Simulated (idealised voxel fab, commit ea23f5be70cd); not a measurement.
process module | voxel capacitor over wiring
cross-section cut | 270 nm wide | cells 5 nm
A cross-section is a grid of square cells, given in bands from the top down. A band is one or more rows of cells.
Each band's line starts with the height of the band's top and of its bottom, in nm. Then come its materials from left to right, each with its width in nm. One material with "throughout" fills the band from edge to edge. "air" is empty space.
Height 0 is the level under which the wafer as received is all one material. The lowest band goes on downwards, as in "0 down".
A width such as "30 to 40" changes by the same amount from each row of cells to the next, from the band's top row to its bottom row.
"no change" after a step means that no cell of the cross-section changed.
closed voids: empty space of 8 cells or more with no open way to the top, each as width x height at its distance from the left edge, in nm
after a step's settings: what the simulator itself notes on the step
overlay nm, on a step with a mask: how far to the right of its planned place the mask lay; to the left if negative
plan
1 op RECEIVE | material Si
2 op CONFORMAL_DEP | material SiO2 | thk nm 10
3 op CONFORMAL_DEP | material SiN | thk nm 5
4 op DIRECTIONAL_DEP | material SiO2 | thk nm 20
5 op MASKED_ETCH | tone open | mask id METAL_1 | width nm 20 | pitch nm 85 | etch materials SiO2 | depth nm 20 | overlay nm 0
6 op MASKED_ETCH | tone open | mask id METAL_1 | width nm 20 | pitch nm 85 | etch materials SiN | depth nm 5 | overlay nm 0
7 op CONFORMAL_DEP | material TiN | thk nm 5
8 op FILL_DEP | material Cu | thk nm 10
9 op CMP | height nm 35
10 op CONFORMAL_DEP | material SiCN | thk nm 5
11 op DIRECTIONAL_DEP | material lowk | thk nm 20
12 op DIRECTIONAL_DEP | material aC | thk nm 15
13 op PATTERN | tone open | mask id PLUG_1 | material resist | width nm 15 | thk nm 35 | overlay nm 0
14 op DIRECTIONAL_ETCH | etch materials aC | depth nm 15
15 op STRIP | etch materials resist
16 op DIRECTIONAL_ETCH | etch materials lowk | depth nm 20
17 op DIRECTIONAL_ETCH | etch materials SiCN | depth nm 5
18 op STRIP | etch materials aC
19 op CONFORMAL_DEP | material TiN | thk nm 5
20 op FILL_DEP | material Ru | thk nm 5
21 op CMP | height nm 60
22 op DIRECTIONAL_DEP | material TiN | thk nm 10
23 op DIRECTIONAL_DEP | material HfO2 | thk nm 5
24 op DIRECTIONAL_DEP | material TiN | thk nm 5
25 op DIRECTIONAL_DEP | material aC | thk nm 10
26 op PATTERN | tone cover | mask id UPPER_PLATE | material resist | width nm 70 | thk nm 25 | overlay nm 0
27 op DIRECTIONAL_ETCH | etch materials aC | depth nm 10
28 op STRIP | etch materials resist
29 op DIRECTIONAL_ETCH | etch materials TiN | depth nm 5
30 op DIRECTIONAL_ETCH | etch materials HfO2 | depth nm 5
31 op STRIP | etch materials aC
32 op DIRECTIONAL_DEP | material aC | thk nm 15
33 op PATTERN | tone cover | mask id LOWER_PLATE | material resist | width nm 80 | thk nm 30 | overlay nm 0
34 op DIRECTIONAL_ETCH | etch materials aC | depth nm 15
35 op STRIP | etch materials resist
36 op DIRECTIONAL_ETCH | etch materials TiN | depth nm 10
37 op STRIP | etch materials aC
38 op FILL_DEP | material SiO2 | thk nm 20
39 op CMP | height nm 95
40 op PATTERN | tone open | mask id PLUG_2 | material resist | width nm 15 | thk nm 15 | overlay nm 0
41 op DIRECTIONAL_ETCH | etch materials SiO2 | depth nm 15
42 op STRIP | etch materials resist
43 op CONFORMAL_DEP | material TiN | thk nm 5
44 op FILL_DEP | material Cu | thk nm 10
45 op CMP | height nm 95
46 op CONFORMAL_DEP | material SiCN | thk nm 5
varied across the wafers: width nm of step 40. The plan shows the first wafer's value. All wafers start alike
first wafer as received, after step 1
  0 down: Si throughout
  closed voids: none
first wafer at the end, after step 46
  100 to 95: SiCN throughout
  95 to 85: SiO2 95 | TiN 5 | Cu 5 | TiN 5 | SiO2 160
  85 to 75: SiO2 95 to 85 | TiN 15 to 70 | SiO2 160 to 115
  75 to 70: SiO2 85 | HfO2 70 | SiO2 115
  70 to 60: SiO2 80 | TiN 80 | SiO2 110
  60 to 40: lowk 85 | TiN 5 | Ru 5 | TiN 5 | lowk 170
  40 to 35: SiCN 85 | TiN 15 | SiCN 170
  35 to 15: SiO2 80 | TiN 5 | Cu 10 | TiN 5 | SiO2 65 | TiN 5 | Cu 10 | TiN 5 | SiO2 85
  15 to 10: SiN 80 | TiN 20 | SiN 65 | TiN 20 | SiN 85
  10 to 0: SiO2 throughout
  0 down: Si throughout
  closed voids: none
last wafer at the end
  100 to 95: SiCN throughout
  95 to 85: SiO2 90 | TiN 5 | Cu 20 | TiN 5 | SiO2 150
  85 to 75: SiO2 90 to 85 | TiN 30 to 70 | SiO2 150 to 115
  75 to 70: SiO2 85 | HfO2 70 | SiO2 115
  70 to 60: SiO2 80 | TiN 80 | SiO2 110
  60 to 40: lowk 85 | TiN 5 | Ru 5 | TiN 5 | lowk 170
  40 to 35: SiCN 85 | TiN 15 | SiCN 170
  35 to 15: SiO2 80 | TiN 5 | Cu 10 | TiN 5 | SiO2 65 | TiN 5 | Cu 10 | TiN 5 | SiO2 85
  15 to 10: SiN 80 | TiN 20 | SiN 65 | TiN 20 | SiN 85
  10 to 0: SiO2 throughout
  0 down: Si throughout
  closed voids: none
each wafer at the end: cells of each material gained (+) or lost (-) since it was received, then its closed voids
width nm 15 | +18 Cu | +14 HfO2 | +4 Ru | +105 SiCN | +46 SiN | +601 SiO2 | +88 TiN | +204 lowk | closed voids: none
width nm 20 | +20 Cu | +14 HfO2 | +4 Ru | +105 SiCN | +46 SiN | +598 SiO2 | +89 TiN | +204 lowk | closed voids: none
width nm 25 | +22 Cu | +14 HfO2 | +4 Ru | +105 SiCN | +46 SiN | +595 SiO2 | +90 TiN | +204 lowk | closed voids: none
width nm 30 | +24 Cu | +14 HfO2 | +4 Ru | +105 SiCN | +46 SiN | +592 SiO2 | +91 TiN | +204 lowk | closed voids: none
